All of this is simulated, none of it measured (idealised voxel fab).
A process module follows: voxel spacer lines.
FYI the section here is cut, 260 nm wide, cells are 5 nm squares.
Cross-section layout: square cells on a grid; listed as bands, top to bottom; a band spans one or more cell rows. Basically the band line says how high the top is and how high the bottom is, in nm, and then what's in it from left to right, every material with its width in nm. Empty space shows up as "blank", and if a single material carries "edge to edge" it runs the full band edge to edge. Note: height 0 marks the level under which the wafer is uniformly one material as received. Lowest band unbounded below, written "0..down". The notation "30 to 40" denotes a width that varies across the rows of cells in the band, beginning at the first number in the top row, finishing at the second number in the bottom row, and changing by an identical amount from each row to the next. For the purposes of this document, the phrase "same as before" attached to a step denotes that no cell within the cross-section was modified by that step. If an empty space has no open way to the top and is at least 8 cells in size, "Entrapped void list" lists it, written width x height at distance, where distance is measured from the left edge and every value is in nm. Whatever follows a step's settings on its line is a remark the simulator itself makes about that step. A step's line can hold "overlay nm"; with a mask on that step, the setting says how far right of the planned place the mask lay, while a negative setting says it lay to the left.

-- The process steps that were planned are listed below
1 RECEIVE: material Si
2 CONFORMAL_DEP: material Al2O3, thk nm 5
3 DIRECTIONAL_DEP: material SiN, thk nm 15
4 DIRECTIONAL_DEP: material aC, thk nm 25
5 PATTERN: tone cover, mask id MANDREL, material resist, width nm 20, pitch nm 60, thk nm 35, overlay nm 0
6 DIRECTIONAL_ETCH: etch materials aC, depth nm 25
7 STRIP: etch materials resist
8 CONFORMAL_DEP: material SiO2, thk nm 10
9 DIRECTIONAL_ETCH: etch materials SiO2, depth nm 10
10 STRIP: etch materials aC
11 DIRECTIONAL_ETCH: etch materials SiN, depth nm 15
12 STRIP: etch materials SiO2

-- Cross-section of the incoming wafer, state after step 1
0..down = Si edge to edge
Entrapped void list: none

-- a wafer at the end: this start, this plan, one mistake
30..15 = 80 blank; 10 SiN; 20 blank; 10 SiN; 20 blank; 10 SiN; 20 blank; 10 SiN; 80 blank
15..0 = Al2O3 edge to edge
0..down = Si edge to edge
Entrapped void list: none
What went wrong in running the wafer? for step 2, the planned setting was not used; the step was instead run as CONFORMAL_DEP: material Al2O3, thk nm 15
